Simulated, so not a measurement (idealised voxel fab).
Process module name: voxel capacitor over wiring
Shown is cross-section cut, with a width of 225 nm and square cells of size 5 nm.
Just so we're on the same page, the cross-sections are grids of square cells, and they're listed out in bands top to bottom, each band one or more rows deep. Read a band's entry like this: the first values are the height of its top and the height of its bottom in nm, and what follows is the sequence of materials from left to right, each with its width in nm. Note that "air" is empty space, and that a single material marked "full width" reaches across the band from edge to edge. All heights in this document are referenced to 0, defined as the level beneath which the wafer, as received, consists entirely of one material. The lowest band is not bounded below; it extends indefinitely downward and is written in the form "from 0 down". Quick explanation for "30..40": the width changes in equal steps down the rows of cells, from the first number in the band's top row to the second number in its bottom row. Where the words "no modifications" appear for a step, the cross-section shows no cell changed by that step; every cell remained as before. "Enclosed void catalog": empty spaces of 8 cells or more with no open way to the top, each given as width x height at distance, distance from the left edge, all in nm. Heads up: the bit after the settings on a step's line is the simulator's remark on that step. overlay nm, on a step with a mask: how far to the right of its planned place the mask lay; to the left if negative.

-- Intended process steps
step 1: RECEIVE,material Si
step 2: CONFORMAL_DEP,material SiO2,thk nm 10
step 3: DIRECTIONAL_DEP,material TiN,thk nm 5
step 4: DIRECTIONAL_DEP,material W,thk nm 25
step 5: DIRECTIONAL_DEP,material aC,thk nm 15
step 6: PATTERN,tone cover,mask id METAL_1,material resist,width nm 20,pitch nm 90,thk nm 30,overlay nm 0
step 7: DIRECTIONAL_ETCH,etch materials aC,depth nm 15
step 8: STRIP,etch materials resist
step 9: DIRECTIONAL_ETCH,etch materials W,depth nm 25
step 10: DIRECTIONAL_ETCH,etch materials TiN,depth nm 5
step 11: STRIP,etch materials aC
step 12: FILL_DEP,material lowk,thk nm 5
step 13: CMP,height nm 40
step 14: CONFORMAL_DEP,material SiCN,thk nm 5
step 15: DIRECTIONAL_DEP,material SiO2,thk nm 15
step 16: DIRECTIONAL_DEP,material aC,thk nm 15
step 17: PATTERN,tone open,mask id PLUG_1,material resist,width nm 15,thk nm 35,overlay nm 0
step 18: DIRECTIONAL_ETCH,etch materials aC,depth nm 15
step 19: STRIP,etch materials resist
step 20: DIRECTIONAL_ETCH,etch materials SiO2,depth nm 15
step 21: DIRECTIONAL_ETCH,etch materials SiCN,depth nm 5
step 22: STRIP,etch materials aC
step 23: EPI,material Ru,thk nm 10
step 24: EPI,material Ru,thk nm 10
step 25: DIRECTIONAL_DEP,material TiN,thk nm 10
step 26: DIRECTIONAL_DEP,material Al2O3,thk nm 5
step 27: DIRECTIONAL_DEP,material TiN,thk nm 5
step 28: DIRECTIONAL_DEP,material aC,thk nm 15
step 29: PATTERN,tone cover,mask id UPPER_PLATE,material resist,width nm 75,thk nm 35,overlay nm 0
step 30: DIRECTIONAL_ETCH,etch materials aC,depth nm 15
step 31: STRIP,etch materials resist
step 32: DIRECTIONAL_ETCH,etch materials TiN,depth nm 5
step 33: DIRECTIONAL_ETCH,etch materials Al2O3,depth nm 5
step 34: STRIP,etch materials aC
step 35: PATTERN,tone cover,mask id LOWER_PLATE,material resist,width nm 85,thk nm 15,overlay nm 0
step 36: DIRECTIONAL_ETCH,etch materials TiN,depth nm 10
step 37: STRIP,etch materials resist
step 38: FILL_DEP,material SiO2,thk nm 15
step 39: CMP,height nm 90
step 40: MASKED_ETCH,tone open,mask id PLUG_2,width nm 15,etch materials SiO2,depth nm 10,overlay nm 0
step 41: CONFORMAL_DEP,material TiN,thk nm 5
step 42: FILL_DEP,material Ru,thk nm 5
step 43: CMP,height nm 90
step 44: CONFORMAL_DEP,material SiCN,thk nm 5

-- Account of the first of two wafers, which was processed as intended

-- Cross-sectional view of the wafer in its as-received condition, corresponding to the state after step 1
* from 0 down  Si full width
* Enclosed void catalog: none

-- State of the wafer after step 2, shown in cross-section
* from 10 to 0  SiO2 full width
* Below a height of 0, the structure has not been altered.

-- State of the wafer after step 3, shown in cross-section
* from 15 to 10  TiN full width
* Below a height of 10, the structure has not been altered.

-- State of the wafer after step 4, shown in cross-section
* from 40 to 15  W full width
* Below a height of 15, the structure has not been altered.

-- State of the wafer after step 5, shown in cross-section
* from 55 to 40  aC full width
* Below a height of 40, the structure has not been altered.

-- State of the wafer after step 6, shown in cross-section
* from 85 to 55  air=55, then resist=20, then air=70, then resist=20, then air=60
* Below a height of 55, the structure has not been altered.

-- State of the wafer after step 7, shown in cross-section
* from 70 to 55  air=55, then resist=20, then air=70, then resist=20, then air=60
* from 55 to 40  air=55, then aC=20, then air=70, then aC=20, then air=60
* Below a height of 40, the structure has not been altered.

-- State of the wafer after step 8, shown in cross-section
* from 55 to 40  air=55, then aC=20, then air=70, then aC=20, then air=60
* Below a height of 40, the structure has not been altered.

-- State of the wafer after step 9, shown in cross-section
* from 55 to 40  air=55, then aC=20, then air=70, then aC=20, then air=60
* from 40 to 15  air=55, then W=20, then air=70, then W=20, then air=60
* Below a height of 15, the structure has not been altered.

-- State of the wafer after step 10, shown in cross-section
* from 55 to 40  air=55, then aC=20, then air=70, then aC=20, then air=60
* from 40 to 15  air=55, then W=20, then air=70, then W=20, then air=60
* from 15 to 10  air=55, then TiN=20, then air=70, then TiN=20, then air=60
* Below a height of 10, the structure has not been altered.

-- State of the wafer after step 11, shown in cross-section
* from 40 to 15  air=55, then W=20, then air=70, then W=20, then air=60
* Below a height of 15, the structure has not been altered.

-- State of the wafer after step 12, shown in cross-section
* from 45 to 40  lowk full width
* from 40 to 15  lowk=55, then W=20, then lowk=70, then W=20, then lowk=60
* from 15 to 10  lowk=55, then TiN=20, then lowk=70, then TiN=20, then lowk=60
* Below a height of 10, the structure has not been altered.

-- State of the wafer after step 13, shown in cross-section
* from 40 to 15  lowk=55, then W=20, then lowk=70, then W=20, then lowk=60
* Below a height of 15, the structure has not been altered.

-- State of the wafer after step 14, shown in cross-section
* from 45 to 40  SiCN full width
* Below a height of 40, the structure has not been altered.

-- State of the wafer after step 15, shown in cross-section
* from 60 to 45  SiO2 full width
* Below a height of 45, the structure has not been altered.

-- State of the wafer after step 16, shown in cross-section
* from 75 to 60  aC full width
* Below a height of 60, the structure has not been altered.

-- State of the wafer after step 17, shown in cross-section
* from 110 to 75  resist=60, then air=15, then resist=150
* Below a height of 75, the structure has not been altered.

-- State of the wafer after step 18, shown in cross-section
* from 95 to 75  resist=60, then air=15, then resist=150
* from 75 to 60  aC=60, then air=15, then aC=150
* Below a height of 60, the structure has not been altered.

-- State of the wafer after step 19, shown in cross-section
* from 75 to 60  aC=60, then air=15, then aC=150
* Below a height of 60, the structure has not been altered.

-- State of the wafer after step 20, shown in cross-section
* from 75 to 60  aC=60, then air=15, then aC=150
* from 60 to 45  SiO2=60, then air=15, then SiO2=150
* Below a height of 45, the structure has not been altered.

-- State of the wafer after step 21, shown in cross-section
* from 75 to 60  aC=60, then air=15, then aC=150
* from 60 to 45  SiO2=60, then air=15, then SiO2=150
* from 45 to 40  SiCN=60, then air=15, then SiCN=150
* Below a height of 40, the structure has not been altered.

-- State of the wafer after step 22, shown in cross-section
* from 60 to 45  SiO2=60, then air=15, then SiO2=150
* Below a height of 45, the structure has not been altered.

-- State of the wafer after step 23, shown in cross-section
* from 60 to 50  SiO2=60, then air=15, then SiO2=150
* from 50 to 45  SiO2=60, then Ru=15, then SiO2=150
* from 45 to 40  SiCN=60, then Ru=15, then SiCN=150
* Below a height of 40, the structure has not been altered.

-- State of the wafer after step 24, shown in cross-section
* from 60 to 45  SiO2=60, then Ru=15, then SiO2=150
* Below a height of 45, the structure has not been altered.

-- State of the wafer after step 25, shown in cross-section
* from 70 to 60  TiN full width
* Below a height of 60, the structure has not been altered.

-- State of the wafer after step 26, shown in cross-section
* from 75 to 70  Al2O3 full width
* Below a height of 70, the structure has not been altered.

-- State of the wafer after step 27, shown in cross-section
* from 80 to 75  TiN full width
* Below a height of 75, the structure has not been altered.

-- State of the wafer after step 28, shown in cross-section
* from 95 to 80  aC full width
* Below a height of 80, the structure has not been altered.

-- State of the wafer after step 29, shown in cross-section
* from 130 to 95  air=60, then resist=75, then air=90
* Below a height of 95, the structure has not been altered.

-- State of the wafer after step 30, shown in cross-section
* from 115 to 95  air=60, then resist=75, then air=90
* from 95 to 80  air=60, then aC=75, then air=90
* Below a height of 80, the structure has not been altered.

-- State of the wafer after step 31, shown in cross-section
* from 95 to 80  air=60, then aC=75, then air=90
* Below a height of 80, the structure has not been altered.

-- State of the wafer after step 32, shown in cross-section
* from 95 to 80  air=60, then aC=75, then air=90
* from 80 to 75  air=60, then TiN=75, then air=90
* Below a height of 75, the structure has not been altered.

-- State of the wafer after step 33, shown in cross-section
* from 95 to 80  air=60, then aC=75, then air=90
* from 80 to 75  air=60, then TiN=75, then air=90
* from 75 to 70  air=60, then Al2O3=75, then air=90
* Below a height of 70, the structure has not been altered.

-- State of the wafer after step 34, shown in cross-section
* from 80 to 75  air=60, then TiN=75, then air=90
* Below a height of 75, the structure has not been altered.

-- State of the wafer after step 35, shown in cross-section
* from 95 to 80  air=55, then resist=85, then air=85
* from 80 to 75  air=55, then resist=5, then TiN=75, then resist=5, then air=85
* from 75 to 70  air=55, then resist=5, then Al2O3=75, then resist=5, then air=85
* Below a height of 70, the structure has not been altered.

-- State of the wafer after step 36, shown in cross-section
* from 95 to 80  air=55, then resist=85, then air=85
* from 80 to 75  air=55, then resist=5, then TiN=75, then resist=5, then air=85
* from 75 to 70  air=55, then resist=5, then Al2O3=75, then resist=5, then air=85
* from 70 to 60  air=55, then TiN=85, then air=85
* Below a height of 60, the structure has not been altered.

-- State of the wafer after step 37, shown in cross-section
* from 80 to 75  air=60, then TiN=75, then air=90
* from 75 to 70  air=60, then Al2O3=75, then air=90
* Below a height of 70, the structure has not been altered.

-- State of the wafer after step 38, shown in cross-section
* from 95 to 80  SiO2 full width
* from 80 to 75  SiO2=60, then TiN=75, then SiO2=90
* from 75 to 70  SiO2=60, then Al2O3=75, then SiO2=90
* from 70 to 60  SiO2=55, then TiN=85, then SiO2=85
* Below a height of 60, the structure has not been altered.

-- State of the wafer after step 39, shown in cross-section
* from 90 to 80  SiO2 full width
* Below a height of 80, the structure has not been altered.

-- State of the wafer after step 40, shown in cross-section
* from 90 to 80  SiO2=70, then air=15, then SiO2=140
* Below a height of 80, the structure has not been altered.

-- State of the wafer after step 41, shown in cross-section
* from 95 to 90  TiN=75, then air=5, then TiN=145
* from 90 to 85  SiO2=70, then TiN=5, then air=5, then TiN=5, then SiO2=140
* from 85 to 75  SiO2=70..60, then TiN=15..75, then SiO2=140..90
* Below a height of 75, the structure has not been altered.

-- State of the wafer after step 42, shown in cross-section
* from 100 to 95  Ru full width
* from 95 to 90  TiN=75, then Ru=5, then TiN=145
* from 90 to 85  SiO2=70, then TiN=5, then Ru=5, then TiN=5, then SiO2=140
* Below a height of 85, the structure has not been altered.

-- State of the wafer after step 43, shown in cross-section
* from 90 to 85  SiO2=70, then TiN=5, then Ru=5, then TiN=5, then SiO2=140
* Below a height of 85, the structure has not been altered.

-- State of the wafer after step 44, shown in cross-section
* from 95 to 90  SiCN full width
* Below a height of 90, the structure has not been altered.

-- Wafer two: like wafer one in start and plan, but with one mistake in execution; identical up to and including step 23

-- Look at the second wafer in cross-section at the time step 24 ought to have finished
* from 70 to 60  TiN=60, then air=15, then TiN=150
* from 60 to 50  SiO2=60, then TiN=15, then SiO2=150
* Below a height of 50, the structure has not been altered.

-- Look at the second wafer in cross-section at the time step 25 ought to have finished
* from 80 to 70  Ru full width
* from 70 to 60  TiN=60, then Ru=15, then TiN=150
* Below a height of 60, the structure has not been altered.

-- Look at the second wafer in cross-section at the time step 26 ought to have finished
* from 85 to 80  Al2O3 full width
* Below a height of 80, the structure has not been altered.

-- Look at the second wafer in cross-section at the time step 27 ought to have finished
* from 90 to 85  TiN full width
* Below a height of 85, the structure has not been altered.

-- Look at the second wafer in cross-section at the time step 28 ought to have finished
* from 105 to 90  aC full width
* Below a height of 90, the structure has not been altered.

-- Look at the second wafer in cross-section at the time step 29 ought to have finished
* from 140 to 105  air=60, then resist=75, then air=90
* Below a height of 105, the structure has not been altered.

-- Look at the second wafer in cross-section at the time step 30 ought to have finished
* from 125 to 105  air=60, then resist=75, then air=90
* from 105 to 90  air=60, then aC=75, then air=90
* Below a height of 90, the structure has not been altered.

-- Look at the second wafer in cross-section at the time step 31 ought to have finished
* from 105 to 90  air=60, then aC=75, then air=90
* Below a height of 90, the structure has not been altered.

-- Look at the second wafer in cross-section at the time step 32 ought to have finished
* from 105 to 90  air=60, then aC=75, then air=90
* from 90 to 85  air=60, then TiN=75, then air=90
* Below a height of 85, the structure has not been altered.

-- Look at the second wafer in cross-section at the time step 33 ought to have finished
* from 105 to 90  air=60, then aC=75, then air=90
* from 90 to 85  air=60, then TiN=75, then air=90
* from 85 to 80  air=60, then Al2O3=75, then air=90
* Below a height of 80, the structure has not been altered.

-- Look at the second wafer in cross-section at the time step 34 ought to have finished
* from 90 to 85  air=60, then TiN=75, then air=90
* Below a height of 85, the structure has not been altered.

-- Look at the second wafer in cross-section at the time step 35 ought to have finished
* from 105 to 90  air=55, then resist=85, then air=85
* from 90 to 85  air=55, then resist=5, then TiN=75, then resist=5, then air=85
* from 85 to 80  air=55, then resist=5, then Al2O3=75, then resist=5, then air=85
* Below a height of 80, the structure has not been altered.

Look at the second wafer in cross-section at the time step 36 ought to have finished: no modifications

-- Look at the second wafer in cross-section at the time step 37 ought to have finished
* from 90 to 85  air=60, then TiN=75, then air=90
* from 85 to 80  air=60, then Al2O3=75, then air=90
* Below a height of 80, the structure has not been altered.

-- Look at the second wafer in cross-section at the time step 38 ought to have finished
* from 105 to 90  SiO2 full width
* from 90 to 85  SiO2=60, then TiN=75, then SiO2=90
* from 85 to 80  SiO2=60, then Al2O3=75, then SiO2=90
* Below a height of 80, the structure has not been altered.

-- Look at the second wafer in cross-section at the time step 39 ought to have finished
* from 90 to 85  SiO2=60, then TiN=75, then SiO2=90
* Below a height of 85, the structure has not been altered.

Look at the second wafer in cross-section at the time step 40 ought to have finished: no modifications

-- Look at the second wafer in cross-section at the time step 41 ought to have finished
* from 95 to 90  TiN full width
* Below a height of 90, the structure has not been altered.

-- Look at the second wafer in cross-section at the time step 42 ought to have finished
* from 100 to 95  Ru full width
* Below a height of 95, the structure has not been altered.

-- Look at the second wafer in cross-section at the time step 43 ought to have finished
* from 90 to 85  SiO2=60, then TiN=75, then SiO2=90
* Below a height of 85, the structure has not been altered.

-- Look at the second wafer in cross-section at the time step 44 ought to have finished
* from 95 to 90  SiCN full width
* Below a height of 90, the structure has not been altered.
what went wrong: sequence error: steps 24 and 25 interchanged
Final tally in cells, some materials are higher or lower on the second wafer than on the first: +89 Ru | -140 SiO2 | +51 TiN
